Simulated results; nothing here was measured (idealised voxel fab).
process module | voxel fin reveal
cross-section cut | 150 nm wide | cells 5 nm
A cross-section is a grid of square cells, given in bands from the top down. A band is one or more rows of cells.
Each band's line starts with the height of the band's top and of its bottom, in nm. Then come its materials from left to right, each with its width in nm. One material with "throughout" fills the band from edge to edge. "air" is empty space.
Height 0 is the level under which the wafer as received is all one material. The lowest band goes on downwards, as in "0 down".
A width such as "30 to 40" changes by the same amount from each row of cells to the next, from the band's top row to its bottom row.
"no change" after a step means that no cell of the cross-section changed.
closed voids: empty space of 8 cells or more with no open way to the top, each as width x height at its distance from the left edge, in nm
after a step's settings: what the simulator itself notes on the step
overlay nm, on a step with a mask: how far to the right of its planned place the mask lay; to the left if negative
plan
1 op RECEIVE | material Si
2 op CONFORMAL_DEP | material SiN | thk nm 10
3 op DIRECTIONAL_DEP | material aC | thk nm 15
4 op PATTERN | tone cover | mask id FINS | material resist | width nm 15 | pitch nm 40 | thk nm 30 | overlay nm 0
5 op DIRECTIONAL_ETCH | etch materials aC | depth nm 15
6 op STRIP | etch materials resist
7 op DIRECTIONAL_ETCH | etch materials SiN | depth nm 10
8 op DIRECTIONAL_ETCH | etch materials Si | depth nm 40
9 op STRIP | etch materials aC
10 op OXIDIZE | depth nm 5
11 op FILL_DEP | material SiO2 | thk nm 15
12 op CMP | height nm 10
13 op SELECTIVE_ETCH | etch materials SiO2 | depth nm 35
14 op STRIP | etch materials SiN
first wafer, as planned
as received, after step 1
  0 down: Si throughout
  closed voids: none
after step 2
  10 to 0: SiN throughout
  below 0: unchanged
after step 3
  25 to 10: aC throughout
  below 10: unchanged
after step 4
  55 to 25: air 25 | resist 15 | air 25 | resist 15 | air 25 | resist 15 | air 30
  below 25: unchanged
after step 5
  40 to 25: air 25 | resist 15 | air 25 | resist 15 | air 25 | resist 15 | air 30
  25 to 10: air 25 | aC 15 | air 25 | aC 15 | air 25 | aC 15 | air 30
  below 10: unchanged
after step 6
  25 to 10: air 25 | aC 15 | air 25 | aC 15 | air 25 | aC 15 | air 30
  below 10: unchanged
after step 7
  25 to 10: air 25 | aC 15 | air 25 | aC 15 | air 25 | aC 15 | air 30
  10 to 0: air 25 | SiN 15 | air 25 | SiN 15 | air 25 | SiN 15 | air 30
  below 0: unchanged
after step 8
  25 to 10: air 25 | aC 15 | air 25 | aC 15 | air 25 | aC 15 | air 30
  10 to 0: air 25 | SiN 15 | air 25 | SiN 15 | air 25 | SiN 15 | air 30
  0 to -40: air 25 | Si 15 | air 25 | Si 15 | air 25 | Si 15 | air 30
  below -40: unchanged
after step 9
  10 to 0: air 25 | SiN 15 | air 25 | SiN 15 | air 25 | SiN 15 | air 30
  below 0: unchanged
after step 10
  10 to 0: air 25 | SiN 15 | air 25 | SiN 15 | air 25 | SiN 15 | air 30
  0 to -40: air 25 | SiO2 5 | Si 5 | SiO2 5 | air 25 | SiO2 5 | Si 5 | SiO2 5 | air 25 | SiO2 5 | Si 5 | SiO2 5 | air 30
  -40 to -45: SiO2 30 | Si 5 | SiO2 35 | Si 5 | SiO2 35 | Si 5 | SiO2 35
  below -45: unchanged
after step 11
  25 to 10: SiO2 throughout
  10 to 0: SiO2 25 | SiN 15 | SiO2 25 | SiN 15 | SiO2 25 | SiN 15 | SiO2 30
  0 to -45: SiO2 30 | Si 5 | SiO2 35 | Si 5 | SiO2 35 | Si 5 | SiO2 35
  below -45: unchanged
after step 12
  10 to 0: SiO2 25 | SiN 15 | SiO2 25 | SiN 15 | SiO2 25 | SiN 15 | SiO2 30
  below 0: unchanged
after step 13
  10 to 0: air 25 | SiN 15 | air 25 | SiN 15 | air 25 | SiN 15 | air 30
  0 to -25: air 30 | Si 5 | air 35 | Si 5 | air 35 | Si 5 | air 35
  below -25: unchanged
after step 14
  0 to -25: air 30 | Si 5 | air 35 | Si 5 | air 35 | Si 5 | air 35
  below -25: unchanged
second wafer: like start, like plan, one mistake. Through step 7 it matches the first wafer
when step 8 should have ended
  10 to 0: air 25 | SiN 15 | air 25 | SiN 15 | air 25 | SiN 15 | air 30
  below 0: unchanged
when step 9 should have ended
  10 to 0: air 25 | SiN 15 | air 25 | SiN 15 | air 25 | SiN 15 | air 30
  0 to -40: air 25 | Si 15 | air 25 | Si 15 | air 25 | Si 15 | air 30
  below -40: unchanged
when step 10 should have ended
  10 to 0: air 25 | SiN 15 | air 25 | SiN 15 | air 25 | SiN 15 | air 30
  0 to -40: air 25 | SiO2 5 | Si 5 | SiO2 5 | air 25 | SiO2 5 | Si 5 | SiO2 5 | air 25 | SiO2 5 | Si 5 | SiO2 5 | air 30
  -40 to -45: SiO2 30 | Si 5 | SiO2 35 | Si 5 | SiO2 35 | Si 5 | SiO2 35
  below -45: unchanged
when step 11 should have ended
  25 to 10: SiO2 throughout
  10 to 0: SiO2 25 | SiN 15 | SiO2 25 | SiN 15 | SiO2 25 | SiN 15 | SiO2 30
  0 to -45: SiO2 30 | Si 5 | SiO2 35 | Si 5 | SiO2 35 | Si 5 | SiO2 35
  below -45: unchanged
when step 12 should have ended
  10 to 0: SiO2 25 | SiN 15 | SiO2 25 | SiN 15 | SiO2 25 | SiN 15 | SiO2 30
  below 0: unchanged
when step 13 should have ended
  10 to 0: air 25 | SiN 15 | air 25 | SiN 15 | air 25 | SiN 15 | air 30
  0 to -25: air 30 | Si 5 | air 35 | Si 5 | air 35 | Si 5 | air 35
  below -25: unchanged
when step 14 should have ended
  0 to -25: air 30 | Si 5 | air 35 | Si 5 | air 35 | Si 5 | air 35
  below -25: unchanged
what went wrong: steps 8 and 9 were swapped
at the end the two cross-sections are the same: no effect in what this model computes
